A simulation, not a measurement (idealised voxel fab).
process module | voxel self aligned vias
cross-section cut | 220 nm wide | cells 5 nm
A cross-section is a grid of square cells, given in bands from the top down. A band is one or more rows of cells.
Each band's line starts with the height of the band's top and of its bottom, in nm. Then come its materials from left to right, each with its width in nm. One material with "throughout" fills the band from edge to edge. "air" is empty space.
Height 0 is the level under which the wafer as received is all one material. The lowest band goes on downwards, as in "0 down".
A width such as "30 to 40" changes by the same amount from each row of cells to the next, from the band's top row to its bottom row.
"no change" after a step means that no cell of the cross-section changed.
closed voids: empty space of 8 cells or more with no open way to the top, each as width x height at its distance from the left edge, in nm
after a step's settings: what the simulator itself notes on the step
overlay nm, on a step with a mask: how far to the right of its planned place the mask lay; to the left if negative
Each pair below shows a cross-section before one step and the cross-section after it, down to the lowest band that changed. The line under each pair gives the step between them, with its settings. The pairs can come from different runs of this module on the same starting wafer, so a pair continues from the pair above only where its "before" says so.
before
  0 down: Si throughout
  closed voids: none
after
  15 to 0: SiO2 throughout
  below 0: unchanged
  closed voids: none
the step between: op CONFORMAL_DEP | material SiO2 | thk nm 15
before: the cross-section after the pair above
after
  20 to 15: SiCN throughout
  below 15: unchanged
  closed voids: none
the step between: op CONFORMAL_DEP | material SiCN | thk nm 5
before: the cross-section after the pair above
after
  50 to 20: lowk throughout
  below 20: unchanged
  closed voids: none
the step between: op DIRECTIONAL_DEP | material lowk | thk nm 30
before: the cross-section after the pair above
after
  65 to 50: aC throughout
  below 50: unchanged
  closed voids: none
the step between: op DIRECTIONAL_DEP | material aC | thk nm 15
before: the cross-section after the pair above
after
  100 to 65: resist 65 | air 20 | resist 45 | air 20 | resist 70
  below 65: unchanged
  closed voids: none
the step between: op PATTERN | tone open | mask id LINES | material resist | width nm 20 | pitch nm 65 | thk nm 35 | overlay nm 0
before: the cross-section after the pair above
after
  85 to 65: resist 65 | air 20 | resist 45 | air 20 | resist 70
  65 to 50: aC 65 | air 20 | aC 45 | air 20 | aC 70
  below 50: unchanged
  closed voids: none
the step between: op DIRECTIONAL_ETCH | etch materials aC | depth nm 15
before: the cross-section after the pair above
after
  65 to 50: aC 65 | air 20 | aC 45 | air 20 | aC 70
  below 50: unchanged
  closed voids: none
the step between: op STRIP | etch materials resist
before: the cross-section after the pair above
after
  65 to 50: aC 65 | air 20 | aC 45 | air 20 | aC 70
  50 to 20: lowk 65 | air 20 | lowk 45 | air 20 | lowk 70
  below 20: unchanged
  closed voids: none
the step between: op DIRECTIONAL_ETCH | etch materials lowk | depth nm 30
before: the cross-section after the pair above
after
  50 to 20: lowk 65 | air 20 | lowk 45 | air 20 | lowk 70
  below 20: unchanged
  closed voids: none
the step between: op STRIP | etch materials aC
before: the cross-section after the pair above
after
  55 to 50: TiN 70 | air 10 | TiN 55 | air 10 | TiN 75
  50 to 25: lowk 65 | TiN 5 | air 10 | TiN 5 | lowk 45 | TiN 5 | air 10 | TiN 5 | lowk 70
  25 to 20: lowk 65 | TiN 20 | lowk 45 | TiN 20 | lowk 70
  below 20: unchanged
  closed voids: none
the step between: op CONFORMAL_DEP | material TiN | thk nm 5
before: the cross-section after the pair above
after
  60 to 55: W throughout
  55 to 50: TiN 70 | W 10 | TiN 55 | W 10 | TiN 75
  50 to 25: lowk 65 | TiN 5 | W 10 | TiN 5 | lowk 45 | TiN 5 | W 10 | TiN 5 | lowk 70
  below 25: unchanged
  closed voids: none
the step between: op FILL_DEP | material W | thk nm 5
before: the cross-section after the pair above
after
  50 to 25: lowk 65 | TiN 5 | W 10 | TiN 5 | lowk 45 | TiN 5 | W 10 | TiN 5 | lowk 70
  below 25: unchanged
  closed voids: none
the step between: op CMP | height nm 50
before: the cross-section after the pair above
after
  50 to 45: lowk 65 | air 20 | lowk 45 | air 20 | lowk 70
  below 45: unchanged
  closed voids: none
the step between: op SELECTIVE_ETCH | etch materials W Ru TiN | depth nm 5
before: the cross-section after the pair above
after
  55 to 50: SiN throughout
  50 to 45: lowk 65 | SiN 20 | lowk 45 | SiN 20 | lowk 70
  below 45: unchanged
  closed voids: none
the step between: op FILL_DEP | material SiN | thk nm 5
before: the cross-section after the pair above
after
  50 to 45: lowk 65 | SiN 20 | lowk 45 | SiN 20 | lowk 70
  below 45: unchanged
  closed voids: none
the step between: op CMP | height nm 50
before: the cross-section after the pair above
after
  65 to 50: lowk throughout
  below 50: unchanged
  closed voids: none
the step between: op DIRECTIONAL_DEP | material lowk | thk nm 15
before: the cross-section after the pair above
after
  65 to 50: lowk 55 | air 40 | lowk 25 | air 40 | lowk 60
  below 50: unchanged
  closed voids: none
the step between: op MASKED_ETCH | tone open | mask id VIAS | width nm 40 | pitch nm 65 | etch materials lowk | depth nm 15 | overlay nm 0
before: the cross-section after the pair above
after
  65 to 50: lowk 55 | air 40 | lowk 25 | air 40 | lowk 60
  50 to 45: lowk 65 | air 20 | lowk 45 | air 20 | lowk 70
  below 45: unchanged
  closed voids: none
the step between: op MASKED_ETCH | tone open | mask id VIAS | width nm 40 | pitch nm 65 | etch materials SiN | depth nm 5 | overlay nm 0
before: the cross-section after the pair above
after
  70 to 65: TiN 60 | air 30 | TiN 35 | air 30 | TiN 65
  65 to 55: lowk 55 | TiN 5 | air 30 | TiN 5 | lowk 25 | TiN 5 | air 30 | TiN 5 | lowk 60
  55 to 50: lowk 55 | TiN 15 | air 10 | TiN 15 | lowk 25 | TiN 15 | air 10 | TiN 15 | lowk 60
  50 to 45: lowk 65 | TiN 20 | lowk 45 | TiN 20 | lowk 70
  below 45: unchanged
  closed voids: none
the step between: op CONFORMAL_DEP | material TiN | thk nm 5
before: the cross-section after the pair above
after
  75 to 70: Cu throughout
  70 to 65: TiN 60 | Cu 30 | TiN 35 | Cu 30 | TiN 65
  65 to 55: lowk 55 | TiN 5 | Cu 30 | TiN 5 | lowk 25 | TiN 5 | Cu 30 | TiN 5 | lowk 60
  55 to 50: lowk 55 | TiN 15 | Cu 10 | TiN 15 | lowk 25 | TiN 15 | Cu 10 | TiN 15 | lowk 60
  below 50: unchanged
  closed voids: none
the step between: op FILL_DEP | material Cu | thk nm 5
before: the cross-section after the pair above
after
  65 to 55: lowk 55 | TiN 5 | Cu 30 | TiN 5 | lowk 25 | TiN 5 | Cu 30 | TiN 5 | lowk 60
  below 55: unchanged
  closed voids: none
the step between: op CMP | height nm 65
before: the cross-section after the pair above
after
  70 to 65: SiN throughout
  below 65: unchanged
  closed voids: none
the step between: op CONFORMAL_DEP | material SiN | thk nm 5
before
  15 to 0: SiO2 throughout
  0 down: Si throughout
  closed voids: none
after
  45 to 15: lowk throughout
  below 15: unchanged
  closed voids: none
the step between: op DIRECTIONAL_DEP | material lowk | thk nm 30
before: the cross-section after the pair above
after
  60 to 45: aC throughout
  below 45: unchanged
  closed voids: none
the step between: op DIRECTIONAL_DEP | material aC | thk nm 15
before: the cross-section after the pair above
after
  95 to 60: resist 65 | air 20 | resist 45 | air 20 | resist 70
  below 60: unchanged
  closed voids: none
the step between: op PATTERN | tone open | mask id LINES | material resist | width nm 20 | pitch nm 65 | thk nm 35 | overlay nm 0
before: the cross-section after the pair above
after
  80 to 60: resist 65 | air 20 | resist 45 | air 20 | resist 70
  60 to 45: aC 65 | air 20 | aC 45 | air 20 | aC 70
  below 45: unchanged
  closed voids: none
the step between: op DIRECTIONAL_ETCH | etch materials aC | depth nm 15
before: the cross-section after the pair above
after
  60 to 45: aC 65 | air 20 | aC 45 | air 20 | aC 70
  below 45: unchanged
  closed voids: none
the step between: op STRIP | etch materials resist
before: the cross-section after the pair above
after
  60 to 45: aC 65 | air 20 | aC 45 | air 20 | aC 70
  45 to 15: lowk 65 | air 20 | lowk 45 | air 20 | lowk 70
  below 15: unchanged
  closed voids: none
the step between: op DIRECTIONAL_ETCH | etch materials lowk | depth nm 30
before: the cross-section after the pair above
after
  45 to 15: lowk 65 | air 20 | lowk 45 | air 20 | lowk 70
  below 15: unchanged
  closed voids: none
the step between: op STRIP | etch materials aC
before: the cross-section after the pair above
after
  50 to 45: TiN 70 | air 10 | TiN 55 | air 10 | TiN 75
  45 to 20: lowk 65 | TiN 5 | air 10 | TiN 5 | lowk 45 | TiN 5 | air 10 | TiN 5 | lowk 70
  20 to 15: lowk 65 | TiN 20 | lowk 45 | TiN 20 | lowk 70
  below 15: unchanged
  closed voids: none
the step between: op CONFORMAL_DEP | material TiN | thk nm 5
before: the cross-section after the pair above
after
  55 to 50: W throughout
  50 to 45: TiN 70 | W 10 | TiN 55 | W 10 | TiN 75
  45 to 20: lowk 65 | TiN 5 | W 10 | TiN 5 | lowk 45 | TiN 5 | W 10 | TiN 5 | lowk 70
  below 20: unchanged
  closed voids: none
the step between: op FILL_DEP | material W | thk nm 5
before: the cross-section after the pair above
after
  50 to 45: TiN 70 | W 10 | TiN 55 | W 10 | TiN 75
  below 45: unchanged
  closed voids: none
the step between: op CMP | height nm 50
before: the cross-section after the pair above
after
  45 to 20: lowk 65 | TiN 5 | W 10 | TiN 5 | lowk 45 | TiN 5 | W 10 | TiN 5 | lowk 70
  below 20: unchanged
  closed voids: none
the step between: op SELECTIVE_ETCH | etch materials W Ru TiN | depth nm 5
before: the cross-section after the pair above
after
  50 to 45: SiN throughout
  below 45: unchanged
  closed voids: none
the step between: op FILL_DEP | material SiN | thk nm 5
before: the cross-section after the pair above
after
  65 to 50: lowk throughout
  below 50: unchanged
  closed voids: none
the step between: op DIRECTIONAL_DEP | material lowk | thk nm 15
before: the cross-section after the pair above
after
  65 to 50: lowk 55 | air 40 | lowk 25 | air 40 | lowk 60
  below 50: unchanged
  closed voids: none
the step between: op MASKED_ETCH | tone open | mask id VIAS | width nm 40 | pitch nm 65 | etch materials lowk | depth nm 15 | overlay nm 0
before: the cross-section after the pair above
after
  65 to 50: lowk 55 | air 40 | lowk 25 | air 40 | lowk 60
  50 to 45: SiN 55 | air 40 | SiN 25 | air 40 | SiN 60
  below 45: unchanged
  closed voids: none
the step between: op MASKED_ETCH | tone open | mask id VIAS | width nm 40 | pitch nm 65 | etch materials SiN | depth nm 5 | overlay nm 0
before: the cross-section after the pair above
after
  70 to 65: TiN 60 | air 30 | TiN 35 | air 30 | TiN 65
  65 to 50: lowk 55 | TiN 5 | air 30 | TiN 5 | lowk 25 | TiN 5 | air 30 | TiN 5 | lowk 60
  50 to 45: SiN 55 | TiN 40 | SiN 25 | TiN 40 | SiN 60
  below 45: unchanged
  closed voids: none
the step between: op CONFORMAL_DEP | material TiN | thk nm 5
before: the cross-section after the pair above
after
  75 to 70: Cu throughout
  70 to 65: TiN 60 | Cu 30 | TiN 35 | Cu 30 | TiN 65
  65 to 50: lowk 55 | TiN 5 | Cu 30 | TiN 5 | lowk 25 | TiN 5 | Cu 30 | TiN 5 | lowk 60
  below 50: unchanged
  closed voids: none
the step between: op FILL_DEP | material Cu | thk nm 5
before: the cross-section after the pair above
after
  65 to 50: lowk 55 | TiN 5 | Cu 30 | TiN 5 | lowk 25 | TiN 5 | Cu 30 | TiN 5 | lowk 60
  below 50: unchanged
  closed voids: none
the step between: op CMP | height nm 65
before: the cross-section after the pair above
after
  70 to 65: SiN throughout
  below 65: unchanged
  closed voids: none
the step between: op CONFORMAL_DEP | material SiN | thk nm 5
before
  65 to 50: lowk 55 | air 40 | lowk 25 | air 40 | lowk 60
  50 to 45: lowk 65 | SiN 20 | lowk 45 | SiN 20 | lowk 70
  45 to 25: lowk 65 | TiN 5 | W 10 | TiN 5 | lowk 45 | TiN 5 | W 10 | TiN 5 | lowk 70
  25 to 20: lowk 65 | TiN 20 | lowk 45 | TiN 20 | lowk 70
  20 to 15: SiCN throughout
  15 to 0: SiO2 throughout
  0 down: Si throughout
  closed voids: none
after
  65 to 50: lowk 55 | air 40 | lowk 25 | air 40 | lowk 60
  50 to 45: lowk 55 | air 10 | SiN 20 | air 10 | lowk 25 | air 10 | SiN 20 | air 10 | lowk 60
  45 to 35: lowk 55 | air 10 | TiN 5 | W 10 | TiN 5 | air 10 | lowk 25 | air 10 | TiN 5 | W 10 | TiN 5 | air 10 | lowk 60
  below 35: unchanged
  closed voids: none
the step between: op MASKED_ETCH | tone open | mask id VIAS | width nm 40 | pitch nm 65 | etch materials lowk | depth nm 15 | overlay nm 0
before: the cross-section after the pair above
after
  65 to 45: lowk 55 | air 40 | lowk 25 | air 40 | lowk 60
  below 45: unchanged
  closed voids: none
the step between: op MASKED_ETCH | tone open | mask id VIAS | width nm 40 | pitch nm 65 | etch materials SiN | depth nm 5 | overlay nm 0
before: the cross-section after the pair above
after
  70 to 65: TiN 60 | air 30 | TiN 35 | air 30 | TiN 65
  65 to 50: lowk 55 | TiN 5 | air 30 | TiN 5 | lowk 25 | TiN 5 | air 30 | TiN 5 | lowk 60
  50 to 45: lowk 55 | TiN 40 | lowk 25 | TiN 40 | lowk 60
  45 to 35: lowk 55 | TiN 15 | W 10 | TiN 15 | lowk 25 | TiN 15 | W 10 | TiN 15 | lowk 60
  below 35: unchanged
  closed voids: none
the step between: op CONFORMAL_DEP | material TiN | thk nm 5
before: the cross-section after the pair above
after
  75 to 70: Cu throughout
  70 to 65: TiN 60 | Cu 30 | TiN 35 | Cu 30 | TiN 65
  65 to 50: lowk 55 | TiN 5 | Cu 30 | TiN 5 | lowk 25 | TiN 5 | Cu 30 | TiN 5 | lowk 60
  below 50: unchanged
  closed voids: none
the step between: op FILL_DEP | material Cu | thk nm 5
before: the cross-section after the pair above
after
  65 to 50: lowk 55 | TiN 5 | Cu 30 | TiN 5 | lowk 25 | TiN 5 | Cu 30 | TiN 5 | lowk 60
  below 50: unchanged
  closed voids: none
the step between: op CMP | height nm 65
before: the cross-section after the pair above
after
  70 to 65: SiN throughout
  below 65: unchanged
  closed voids: none
the step between: op CONFORMAL_DEP | material SiN | thk nm 5
before
  0 down: Si throughout
  closed voids: none
after
  5 to 0: SiCN throughout
  below 0: unchanged
  closed voids: none
the step between: op CONFORMAL_DEP | material SiCN | thk nm 5
before: the cross-section after the pair above
after
  20 to 5: SiO2 throughout
  below 5: unchanged
  closed voids: none
the step between: op CONFORMAL_DEP | material SiO2 | thk nm 15
before: the cross-section after the pair above
after
  50 to 20: lowk throughout
  below 20: unchanged
  closed voids: none
the step between: op DIRECTIONAL_DEP | material lowk | thk nm 30
before: the cross-section after the pair above
after
  65 to 50: aC throughout
  below 50: unchanged
  closed voids: none
the step between: op DIRECTIONAL_DEP | material aC | thk nm 15
before: the cross-section after the pair above
after
  100 to 65: resist 65 | air 20 | resist 45 | air 20 | resist 70
  below 65: unchanged
  closed voids: none
the step between: op PATTERN | tone open | mask id LINES | material resist | width nm 20 | pitch nm 65 | thk nm 35 | overlay nm 0
before: the cross-section after the pair above
after
  85 to 65: resist 65 | air 20 | resist 45 | air 20 | resist 70
  65 to 50: aC 65 | air 20 | aC 45 | air 20 | aC 70
  below 50: unchanged
  closed voids: none
the step between: op DIRECTIONAL_ETCH | etch materials aC | depth nm 15
before: the cross-section after the pair above
after
  65 to 50: aC 65 | air 20 | aC 45 | air 20 | aC 70
  below 50: unchanged
  closed voids: none
the step between: op STRIP | etch materials resist
before: the cross-section after the pair above
after
  65 to 50: aC 65 | air 20 | aC 45 | air 20 | aC 70
  50 to 20: lowk 65 | air 20 | lowk 45 | air 20 | lowk 70
  below 20: unchanged
  closed voids: none
the step between: op DIRECTIONAL_ETCH | etch materials lowk | depth nm 30
before: the cross-section after the pair above
after
  50 to 20: lowk 65 | air 20 | lowk 45 | air 20 | lowk 70
  below 20: unchanged
  closed voids: none
the step between: op STRIP | etch materials aC
before: the cross-section after the pair above
after
  55 to 50: TiN 70 | air 10 | TiN 55 | air 10 | TiN 75
  50 to 25: lowk 65 | TiN 5 | air 10 | TiN 5 | lowk 45 | TiN 5 | air 10 | TiN 5 | lowk 70
  25 to 20: lowk 65 | TiN 20 | lowk 45 | TiN 20 | lowk 70
  below 20: unchanged
  closed voids: none
the step between: op CONFORMAL_DEP | material TiN | thk nm 5
before: the cross-section after the pair above
after
  60 to 55: W throughout
  55 to 50: TiN 70 | W 10 | TiN 55 | W 10 | TiN 75
  50 to 25: lowk 65 | TiN 5 | W 10 | TiN 5 | lowk 45 | TiN 5 | W 10 | TiN 5 | lowk 70
  below 25: unchanged
  closed voids: none
the step between: op FILL_DEP | material W | thk nm 5
before: the cross-section after the pair above
after
  50 to 25: lowk 65 | TiN 5 | W 10 | TiN 5 | lowk 45 | TiN 5 | W 10 | TiN 5 | lowk 70
  below 25: unchanged
  closed voids: none
the step between: op CMP | height nm 50
before: the cross-section after the pair above
after
  50 to 45: lowk 65 | air 20 | lowk 45 | air 20 | lowk 70
  below 45: unchanged
  closed voids: none
the step between: op SELECTIVE_ETCH | etch materials W Ru TiN | depth nm 5
before: the cross-section after the pair above
after
  55 to 50: SiN throughout
  50 to 45: lowk 65 | SiN 20 | lowk 45 | SiN 20 | lowk 70
  below 45: unchanged
  closed voids: none
the step between: op FILL_DEP | material SiN | thk nm 5
before: the cross-section after the pair above
after
  50 to 45: lowk 65 | SiN 20 | lowk 45 | SiN 20 | lowk 70
  below 45: unchanged
  closed voids: none
the step between: op CMP | height nm 50
before: the cross-section after the pair above
after
  65 to 50: lowk throughout
  below 50: unchanged
  closed voids: none
the step between: op DIRECTIONAL_DEP | material lowk | thk nm 15
before: the cross-section after the pair above
after
  65 to 50: lowk 55 | air 40 | lowk 25 | air 40 | lowk 60
  below 50: unchanged
  closed voids: none
the step between: op MASKED_ETCH | tone open | mask id VIAS | width nm 40 | pitch nm 65 | etch materials lowk | depth nm 15 | overlay nm 0
before: the cross-section after the pair above
after
  65 to 50: lowk 55 | air 40 | lowk 25 | air 40 | lowk 60
  50 to 45: lowk 65 | air 20 | lowk 45 | air 20 | lowk 70
  below 45: unchanged
  closed voids: none
the step between: op MASKED_ETCH | tone open | mask id VIAS | width nm 40 | pitch nm 65 | etch materials SiN | depth nm 5 | overlay nm 0
before: the cross-section after the pair above
after
  70 to 65: TiN 60 | air 30 | TiN 35 | air 30 | TiN 65
  65 to 55: lowk 55 | TiN 5 | air 30 | TiN 5 | lowk 25 | TiN 5 | air 30 | TiN 5 | lowk 60
  55 to 50: lowk 55 | TiN 15 | air 10 | TiN 15 | lowk 25 | TiN 15 | air 10 | TiN 15 | lowk 60
  50 to 45: lowk 65 | TiN 20 | lowk 45 | TiN 20 | lowk 70
  below 45: unchanged
  closed voids: none
the step between: op CONFORMAL_DEP | material TiN | thk nm 5
before: the cross-section after the pair above
after
  75 to 70: Cu throughout
  70 to 65: TiN 60 | Cu 30 | TiN 35 | Cu 30 | TiN 65
  65 to 55: lowk 55 | TiN 5 | Cu 30 | TiN 5 | lowk 25 | TiN 5 | Cu 30 | TiN 5 | lowk 60
  55 to 50: lowk 55 | TiN 15 | Cu 10 | TiN 15 | lowk 25 | TiN 15 | Cu 10 | TiN 15 | lowk 60
  below 50: unchanged
  closed voids: none
the step between: op FILL_DEP | material Cu | thk nm 5
before: the cross-section after the pair above
after
  65 to 55: lowk 55 | TiN 5 | Cu 30 | TiN 5 | lowk 25 | TiN 5 | Cu 30 | TiN 5 | lowk 60
  below 55: unchanged
  closed voids: none
the step between: op CMP | height nm 65
before: the cross-section after the pair above
after
  70 to 65: SiN throughout
  below 65: unchanged
  closed voids: none
the step between: op CONFORMAL_DEP | material SiN | thk nm 5
before
  75 to 70: Cu throughout
  70 to 65: TiN 60 | Cu 30 | TiN 35 | Cu 30 | TiN 65
  65 to 55: lowk 55 | TiN 5 | Cu 30 | TiN 5 | lowk 25 | TiN 5 | Cu 30 | TiN 5 | lowk 60
  55 to 50: lowk 55 | TiN 15 | Cu 10 | TiN 15 | lowk 25 | TiN 15 | Cu 10 | TiN 15 | lowk 60
  50 to 45: lowk 65 | TiN 20 | lowk 45 | TiN 20 | lowk 70
  45 to 25: lowk 65 | TiN 5 | W 10 | TiN 5 | lowk 45 | TiN 5 | W 10 | TiN 5 | lowk 70
  25 to 20: lowk 65 | TiN 20 | lowk 45 | TiN 20 | lowk 70
  20 to 15: SiCN throughout
  15 to 0: SiO2 throughout
  0 down: Si throughout
  closed voids: none
after
  70 to 65: TiN 60 | Cu 30 | TiN 35 | Cu 30 | TiN 65
  below 65: unchanged
  closed voids: none
the step between: op CMP | height nm 70
before: the cross-section after the pair above
after
  75 to 70: SiN throughout
  below 70: unchanged
  closed voids: none
the step between: op CONFORMAL_DEP | material SiN | thk nm 5
before
  65 to 50: lowk throughout
  50 to 45: lowk 65 | SiN 20 | lowk 45 | SiN 20 | lowk 70
  45 to 25: lowk 65 | TiN 5 | W 10 | TiN 5 | lowk 45 | TiN 5 | W 10 | TiN 5 | lowk 70
  25 to 20: lowk 65 | TiN 20 | lowk 45 | TiN 20 | lowk 70
  20 to 15: SiCN throughout
  15 to 0: SiO2 throughout
  0 down: Si throughout
  closed voids: none
after
  65 to 50: lowk 60 | air 35 | lowk 30 | air 35 | lowk 60
  below 50: unchanged
  closed voids: none
the step between: op MASKED_ETCH | tone open | mask id VIAS | width nm 35 | pitch nm 65 | etch materials lowk | depth nm 15 | overlay nm 0
before: the cross-section after the pair above
after
  65 to 50: lowk 60 | air 35 | lowk 30 | air 35 | lowk 60
  50 to 45: lowk 65 | air 20 | lowk 45 | air 20 | lowk 70
  below 45: unchanged
  closed voids: none
the step between: op MASKED_ETCH | tone open | mask id VIAS | width nm 40 | pitch nm 65 | etch materials SiN | depth nm 5 | overlay nm 0
before: the cross-section after the pair above
after
  70 to 65: TiN 65 | air 25 | TiN 40 | air 25 | TiN 65
  65 to 55: lowk 60 | TiN 5 | air 25 | TiN 5 | lowk 30 | TiN 5 | air 25 | TiN 5 | lowk 60
  55 to 50: lowk 60 | TiN 10 | air 10 | TiN 15 | lowk 30 | TiN 10 | air 10 | TiN 15 | lowk 60
  50 to 45: lowk 65 | TiN 20 | lowk 45 | TiN 20 | lowk 70
  below 45: unchanged
  closed voids: none
the step between: op CONFORMAL_DEP | material TiN | thk nm 5
before: the cross-section after the pair above
after
  75 to 70: Cu throughout
  70 to 65: TiN 65 | Cu 25 | TiN 40 | Cu 25 | TiN 65
  65 to 55: lowk 60 | TiN 5 | Cu 25 | TiN 5 | lowk 30 | TiN 5 | Cu 25 | TiN 5 | lowk 60
  55 to 50: lowk 60 | TiN 10 | Cu 10 | TiN 15 | lowk 30 | TiN 10 | Cu 10 | TiN 15 | lowk 60
  below 50: unchanged
  closed voids: none
the step between: op FILL_DEP | material Cu | thk nm 5
before: the cross-section after the pair above
after
  65 to 55: lowk 60 | TiN 5 | Cu 25 | TiN 5 | lowk 30 | TiN 5 | Cu 25 | TiN 5 | lowk 60
  below 55: unchanged
  closed voids: none
the step between: op CMP | height nm 65
before: the cross-section after the pair above
after
  70 to 65: SiN throughout
  below 65: unchanged
  closed voids: none
the step between: op CONFORMAL_DEP | material SiN | thk nm 5
before
  65 to 50: lowk throughout
  50 to 45: lowk 65 | SiN 20 | lowk 45 | SiN 20 | lowk 70
  45 to 25: lowk 65 | TiN 5 | W 10 | TiN 5 | lowk 45 | TiN 5 | W 10 | TiN 5 | lowk 70
  25 to 20: lowk 65 | TiN 20 | lowk 45 | TiN 20 | lowk 70
  20 to 15: SiCN throughout
  15 to 0: SiO2 throughout
  0 down: Si throughout
  closed voids: none
after
  65 to 50: lowk 60 | air 40 | lowk 25 | air 40 | lowk 55
  below 50: unchanged
  closed voids: none
the step between: op MASKED_ETCH | tone open | mask id VIAS | width nm 40 | pitch nm 65 | etch materials lowk | depth nm 15 | overlay nm 5
before: the cross-section after the pair above
after
  65 to 50: lowk 60 | air 40 | lowk 25 | air 40 | lowk 55
  50 to 45: lowk 65 | air 20 | lowk 45 | air 20 | lowk 70
  below 45: unchanged
  closed voids: none
the step between: op MASKED_ETCH | tone open | mask id VIAS | width nm 40 | pitch nm 65 | etch materials SiN | depth nm 5 | overlay nm 0
before: the cross-section after the pair above
after
  70 to 65: TiN 65 | air 30 | TiN 35 | air 30 | TiN 60
  65 to 55: lowk 60 | TiN 5 | air 30 | TiN 5 | lowk 25 | TiN 5 | air 30 | TiN 5 | lowk 55
  55 to 50: lowk 60 | TiN 10 | air 10 | TiN 20 | lowk 25 | TiN 10 | air 10 | TiN 20 | lowk 55
  50 to 45: lowk 65 | TiN 20 | lowk 45 | TiN 20 | lowk 70
  below 45: unchanged
  closed voids: none
the step between: op CONFORMAL_DEP | material TiN | thk nm 5
before: the cross-section after the pair above
after
  75 to 70: Cu throughout
  70 to 65: TiN 65 | Cu 30 | TiN 35 | Cu 30 | TiN 60
  65 to 55: lowk 60 | TiN 5 | Cu 30 | TiN 5 | lowk 25 | TiN 5 | Cu 30 | TiN 5 | lowk 55
  55 to 50: lowk 60 | TiN 10 | Cu 10 | TiN 20 | lowk 25 | TiN 10 | Cu 10 | TiN 20 | lowk 55
  below 50: unchanged
  closed voids: none
the step between: op FILL_DEP | material Cu | thk nm 5
before: the cross-section after the pair above
after
  65 to 55: lowk 60 | TiN 5 | Cu 30 | TiN 5 | lowk 25 | TiN 5 | Cu 30 | TiN 5 | lowk 55
  below 55: unchanged
  closed voids: none
the step between: op CMP | height nm 65
before: the cross-section after the pair above
after
  70 to 65: SiN throughout
  below 65: unchanged
  closed voids: none
the step between: op CONFORMAL_DEP | material SiN | thk nm 5
before
  20 to 15: SiCN throughout
  15 to 0: SiO2 throughout
  0 down: Si throughout
  closed voids: none
after
  50 to 20: W throughout
  below 20: unchanged
  closed voids: none
the step between: op DIRECTIONAL_DEP | material W | thk nm 30
before: the cross-section after the pair above
after
  65 to 50: aC throughout
  below 50: unchanged
  closed voids: none
the step between: op DIRECTIONAL_DEP | material aC | thk nm 15
before: the cross-section after the pair above
after
  100 to 65: resist 65 | air 20 | resist 45 | air 20 | resist 70
  below 65: unchanged
  closed voids: none
the step between: op PATTERN | tone open | mask id LINES | material resist | width nm 20 | pitch nm 65 | thk nm 35 | overlay nm 0
before: the cross-section after the pair above
after
  85 to 65: resist 65 | air 20 | resist 45 | air 20 | resist 70
  65 to 50: aC 65 | air 20 | aC 45 | air 20 | aC 70
  below 50: unchanged
  closed voids: none
the step between: op DIRECTIONAL_ETCH | etch materials aC | depth nm 15
before: the cross-section after the pair above
after
  65 to 50: aC 65 | air 20 | aC 45 | air 20 | aC 70
  below 50: unchanged
  closed voids: none
the step between: op STRIP | etch materials resist
before: the cross-section after the pair above
after
  50 to 20: W throughout
  below 20: unchanged
  closed voids: none
the step between: op STRIP | etch materials aC
before: the cross-section after the pair above
after
  55 to 50: TiN throughout
  below 50: unchanged
  closed voids: none
the step between: op CONFORMAL_DEP | material TiN | thk nm 5
before: the cross-section after the pair above
after
  60 to 55: W throughout
  below 55: unchanged
  closed voids: none
the step between: op FILL_DEP | material W | thk nm 5
before: the cross-section after the pair above
after
  50 to 20: W throughout
  below 20: unchanged
  closed voids: none
the step between: op CMP | height nm 50
before: the cross-section after the pair above
after
  45 to 20: W throughout
  below 20: unchanged
  closed voids: none
the step between: op SELECTIVE_ETCH | etch materials W Ru TiN | depth nm 5
before: the cross-section after the pair above
after
  50 to 45: SiN throughout
  below 45: unchanged
  closed voids: none
the step between: op FILL_DEP | material SiN | thk nm 5
before: the cross-section after the pair above
after
  65 to 50: lowk throughout
  below 50: unchanged
  closed voids: none
the step between: op DIRECTIONAL_DEP | material lowk | thk nm 15
before: the cross-section after the pair above
after
  65 to 50: lowk 55 | air 40 | lowk 25 | air 40 | lowk 60
  below 50: unchanged
  closed voids: none
the step between: op MASKED_ETCH | tone open | mask id VIAS | width nm 40 | pitch nm 65 | etch materials lowk | depth nm 15 | overlay nm 0
before: the cross-section after the pair above
after
  65 to 50: lowk 55 | air 40 | lowk 25 | air 40 | lowk 60
  50 to 45: SiN 55 | air 40 | SiN 25 | air 40 | SiN 60
  below 45: unchanged
  closed voids: none
the step between: op MASKED_ETCH | tone open | mask id VIAS | width nm 40 | pitch nm 65 | etch materials SiN | depth nm 5 | overlay nm 0
before: the cross-section after the pair above
after
  70 to 65: TiN 60 | air 30 | TiN 35 | air 30 | TiN 65
  65 to 50: lowk 55 | TiN 5 | air 30 | TiN 5 | lowk 25 | TiN 5 | air 30 | TiN 5 | lowk 60
  50 to 45: SiN 55 | TiN 40 | SiN 25 | TiN 40 | SiN 60
  below 45: unchanged
  closed voids: none
the step between: op CONFORMAL_DEP | material TiN | thk nm 5
before: the cross-section after the pair above
after
  75 to 70: Cu throughout
  70 to 65: TiN 60 | Cu 30 | TiN 35 | Cu 30 | TiN 65
  65 to 50: lowk 55 | TiN 5 | Cu 30 | TiN 5 | lowk 25 | TiN 5 | Cu 30 | TiN 5 | lowk 60
  below 50: unchanged
  closed voids: none
the step between: op FILL_DEP | material Cu | thk nm 5
before: the cross-section after the pair above
after
  65 to 50: lowk 55 | TiN 5 | Cu 30 | TiN 5 | lowk 25 | TiN 5 | Cu 30 | TiN 5 | lowk 60
  below 50: unchanged
  closed voids: none
the step between: op CMP | height nm 65
before: the cross-section after the pair above
after
  70 to 65: SiN throughout
  below 65: unchanged
  closed voids: none
the step between: op CONFORMAL_DEP | material SiN | thk nm 5
before
  65 to 50: lowk throughout
  50 to 45: lowk 65 | SiN 20 | lowk 45 | SiN 20 | lowk 70
  45 to 25: lowk 65 | TiN 5 | W 10 | TiN 5 | lowk 45 | TiN 5 | W 10 | TiN 5 | lowk 70
  25 to 20: lowk 65 | TiN 20 | lowk 45 | TiN 20 | lowk 70
  20 to 15: SiCN throughout
  15 to 0: SiO2 throughout
  0 down: Si throughout
  closed voids: none
after
  65 to 50: air 55 | lowk 40 | air 25 | lowk 40 | air 60
  below 50: unchanged
  closed voids: none
the step between: op MASKED_ETCH | tone cover | mask id VIAS | width nm 40 | pitch nm 65 | etch materials lowk | depth nm 15 | overlay nm 0
before: the cross-section after the pair above
after
  70 to 65: air 50 | TiN 50 | air 15 | TiN 50 | air 55
  65 to 55: air 50 | TiN 5 | lowk 40 | TiN 5 | air 15 | TiN 5 | lowk 40 | TiN 5 | air 55
  55 to 50: TiN 55 | lowk 40 | TiN 25 | lowk 40 | TiN 60
  below 50: unchanged
  closed voids: none
the step between: op CONFORMAL_DEP | material TiN | thk nm 5
